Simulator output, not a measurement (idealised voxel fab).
process module | voxel transistor to metal
cross-section cut | 170 nm wide | cells 5 nm
A cross-section is a grid of square cells, given in bands from the top down. A band is one or more rows of cells.
Each band's line starts with the height of the band's top and of its bottom, in nm. Then come its materials from left to right, each with its width in nm. One material with "throughout" fills the band from edge to edge. "air" is empty space.
Height 0 is the level under which the wafer as received is all one material. The lowest band goes on downwards, as in "0 down".
A width such as "30 to 40" changes by the same amount from each row of cells to the next, from the band's top row to its bottom row.
"no change" after a step means that no cell of the cross-section changed.
closed voids: empty space of 8 cells or more with no open way to the top, each as width x height at its distance from the left edge, in nm
after a step's settings: what the simulator itself notes on the step
overlay nm, on a step with a mask: how far to the right of its planned place the mask lay; to the left if negative
plan
1 op RECEIVE | material Si
2 op CONFORMAL_DEP | material SiO2 | thk nm 5
3 op CONFORMAL_DEP | material SiN | thk nm 15
4 op MASKED_ETCH | tone cover | mask id ACTIVE | width nm 95 | etch materials SiN | depth nm 15 | overlay nm 0
5 op MASKED_ETCH | tone cover | mask id ACTIVE | width nm 95 | etch materials SiO2 | depth nm 5 | overlay nm 0
6 op MASKED_ETCH | tone cover | mask id ACTIVE | width nm 95 | etch materials Si | depth nm 20 | overlay nm 0
7 op OXIDIZE | depth nm 5
8 op FILL_DEP | material SiO2 | thk nm 15
9 op CMP | height nm 20
10 op SELECTIVE_ETCH | etch materials SiO2 | depth nm 10
11 op STRIP | etch materials SiN
12 op SELECTIVE_ETCH | etch materials SiO2 | depth nm 5
13 op OXIDIZE | depth nm 5
14 op DIRECTIONAL_DEP | material polySi | thk nm 30
15 op DIRECTIONAL_DEP | material SiCN | thk nm 10
16 op PATTERN | tone cover | mask id GATE | material resist | width nm 15 | thk nm 20 | overlay nm 0
17 op DIRECTIONAL_ETCH | etch materials SiCN | depth nm 20
18 op DIRECTIONAL_ETCH | etch materials polySi | depth nm 40
19 op STRIP | etch materials resist
20 op CONFORMAL_DEP | material SiN | thk nm 10
21 op DIRECTIONAL_ETCH | etch materials SiN | depth nm 10
22 op DIRECTIONAL_ETCH | etch materials SiO2 | depth nm 5
23 op DIRECTIONAL_ETCH | etch materials Si | depth nm 5
24 op EPI | material pSi | thk nm 10
25 op FILL_DEP | material SiO2 | thk nm 5
26 op CMP | height nm 40
27 op DIRECTIONAL_DEP | material SiO2 | thk nm 15
28 op MASKED_ETCH | tone open | mask id CONTACT | width nm 15 | pitch nm 60 | etch materials SiO2 | depth nm 55 | overlay nm 0
29 op CONFORMAL_DEP | material TiN | thk nm 5
30 op FILL_DEP | material Ru | thk nm 10
31 op CMP | height nm 55
32 op CONFORMAL_DEP | material SiN | thk nm 5
33 op DIRECTIONAL_DEP | material SiO2 | thk nm 25
34 op PATTERN | tone open | mask id METAL_1 | material resist | width nm 15 | pitch nm 60 | thk nm 15 | overlay nm 0
35 op DIRECTIONAL_ETCH | etch materials SiO2 | depth nm 25
36 op DIRECTIONAL_ETCH | etch materials SiN | depth nm 5
37 op STRIP | etch materials resist
38 op CONFORMAL_DEP | material TiN | thk nm 5
39 op FILL_DEP | material Cu | thk nm 5
40 op CMP | height nm 85
41 op CONFORMAL_DEP | material SiCN | thk nm 5
as received, after step 1
  0 down: Si throughout
  closed voids: none
first wafer at the end, as planned
  90 to 85: SiCN throughout
  85 to 60: SiO2 45 | TiN 5 | Cu 5 | TiN 5 | SiO2 45 | TiN 5 | Cu 5 | TiN 5 | SiO2 50
  60 to 55: SiN 45 | TiN 15 | SiN 45 | TiN 15 | SiN 50
  55 to 40: SiO2 45 | TiN 5 | Ru 5 | TiN 5 | SiO2 45 | TiN 5 | Ru 5 | TiN 5 | SiO2 50
  40 to 30: SiO2 45 | TiN 5 | Ru 5 | TiN 5 | SiO2 5 | SiN 10 | SiCN 15 | SiN 10 | SiO2 5 | TiN 5 | Ru 5 | TiN 5 | SiO2 50
  30 to 10: SiO2 45 | TiN 5 | Ru 5 | TiN 5 | SiO2 5 | SiN 10 | polySi 15 | SiN 10 | SiO2 5 | TiN 5 | Ru 5 | TiN 5 | SiO2 50
  10 to 5: SiO2 45 | TiN 15 | SiO2 5 | SiN 10 | polySi 15 | SiN 10 | SiO2 5 | TiN 15 | SiO2 50
  5 to 0: SiO2 30 | SiN 10 | SiO2 5 | TiN 10 | pSi 10 | SiN 10 | polySi 15 | SiN 10 | pSi 10 | TiN 10 | SiO2 5 | SiN 10 | SiO2 35
  0 to -5: SiO2 40 | pSi 25 | SiO2 35 | pSi 25 | SiO2 45
  -5 to -10: SiO2 40 | pSi 25 | Si 35 | pSi 25 | SiO2 45
  -10 to -25: SiO2 40 | Si 85 | SiO2 45
  -25 down: Si throughout
  closed voids: none
second wafer at the end: like start, like plan, one mistake
  90 to 85: SiCN throughout
  85 to 60: SiO2 45 | TiN 5 | Cu 5 | TiN 5 | SiO2 45 | TiN 5 | Cu 5 | TiN 5 | SiO2 50
  60 to 55: SiN 45 | TiN 15 | SiN 45 | TiN 15 | SiN 50
  55 to 45: SiO2 55 | TiN 5 | Ru 5 | TiN 5 | SiO2 45 | TiN 5 | Ru 5 | TiN 5 | SiO2 40
  45 to 40: SiO2 55 | TiN 15 | SiO2 45 | TiN 5 | Ru 5 | TiN 5 | SiO2 40
  40 to 30: SiO2 55 | TiN 10 | SiN 10 | SiCN 15 | SiN 10 | SiO2 15 | TiN 5 | Ru 5 | TiN 5 | SiO2 40
  30 to 10: SiO2 55 | TiN 10 | SiN 10 | polySi 15 | SiN 10 | SiO2 15 | TiN 5 | Ru 5 | TiN 5 | SiO2 40
  10 to 5: SiO2 55 | TiN 10 | SiN 10 | polySi 15 | SiN 10 | SiO2 15 | TiN 15 | SiO2 40
  5 to 0: SiO2 30 | SiN 10 | SiO2 15 | pSi 10 | SiN 10 | polySi 15 | SiN 10 | pSi 10 | SiO2 5 | TiN 10 | SiN 10 | SiO2 35
  0 to -5: SiO2 40 | pSi 25 | SiO2 35 | pSi 25 | SiO2 45
  -5 to -10: SiO2 40 | pSi 25 | Si 35 | pSi 25 | SiO2 45
  -10 to -25: SiO2 40 | Si 85 | SiO2 45
  -25 down: Si throughout
  closed voids: none
what went wrong: step 28 ran as: op MASKED_ETCH | tone open | mask id CONTACT | width nm 15 | pitch nm 60 | etch materials SiO2 | depth nm 55 | overlay nm 10
at the end the second wafer has, in cells: 7 fewer of Ru | 9 more of SiO2 | 2 fewer of TiN
